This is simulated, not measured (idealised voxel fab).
process module | voxel ribs on slabs
cross-section cut | 170 nm wide | cells 5 nm
A cross-section is a grid of square cells, given in bands from the top down. A band is one or more rows of cells.
Each band's line starts with the height of the band's top and of its bottom, in nm. Then come its materials from left to right, each with its width in nm. One material with "throughout" fills the band from edge to edge. "air" is empty space.
Height 0 is the level under which the wafer as received is all one material. The lowest band goes on downwards, as in "0 down".
A width such as "30 to 40" changes by the same amount from each row of cells to the next, from the band's top row to its bottom row.
"no change" after a step means that no cell of the cross-section changed.
closed voids: empty space of 8 cells or more with no open way to the top, each as width x height at its distance from the left edge, in nm
after a step's settings: what the simulator itself notes on the step
overlay nm, on a step with a mask: how far to the right of its planned place the mask lay; to the left if negative
plan
1 op RECEIVE | material Si
2 op DIRECTIONAL_DEP | material SiO2 | thk nm 30
3 op DIRECTIONAL_DEP | material polySi | thk nm 25
4 op MASKED_ETCH | tone cover | mask id RIB | width nm 30 | etch materials polySi | depth nm 15 | overlay nm 0
5 op DIRECTIONAL_DEP | material aC | thk nm 10
6 op PATTERN | tone cover | mask id SLAB | material resist | width nm 80 | thk nm 25 | overlay nm 0
7 op DIRECTIONAL_ETCH | etch materials aC | depth nm 10
8 op STRIP | etch materials resist
9 op DIRECTIONAL_ETCH | etch materials polySi | depth nm 10
10 op STRIP | etch materials aC
11 op FILL_DEP | material SiO2 | thk nm 15
12 op CMP | height nm 65
13 op DIRECTIONAL_DEP | material TiN | thk nm 10
14 op PATTERN | tone cover | mask id HEATER | material resist | width nm 40 | thk nm 15 | overlay nm 0
15 op DIRECTIONAL_ETCH | etch materials TiN | depth nm 10
16 op STRIP | etch materials resist
17 op CONFORMAL_DEP | material SiO2 | thk nm 10
as received, after step 1
  0 down: Si throughout
  closed voids: none
first wafer at the end, as planned
  85 to 75: air 55 | SiO2 60 | air 55
  75 to 65: SiO2 65 | TiN 40 | SiO2 65
  65 to 55: SiO2 throughout
  55 to 40: SiO2 70 | polySi 30 | SiO2 70
  40 to 30: SiO2 45 | polySi 80 | SiO2 45
  30 to 0: SiO2 throughout
  0 down: Si throughout
  closed voids: none
second wafer at the end: like start, like plan, one mistake
  85 to 75: air 55 | SiO2 60 | air 55
  75 to 65: SiO2 65 | TiN 40 | SiO2 65
  65 to 55: SiO2 throughout
  55 to 40: SiO2 70 | polySi 35 | SiO2 65
  40 to 30: SiO2 45 | polySi 80 | SiO2 45
  30 to 0: SiO2 throughout
  0 down: Si throughout
  closed voids: none
what went wrong: step 4 ran as: op MASKED_ETCH | tone cover | mask id RIB | width nm 35 | etch materials polySi | depth nm 15 | overlay nm 0
at the end the second wafer has, in cells: 3 fewer of SiO2 | 3 more of polySi
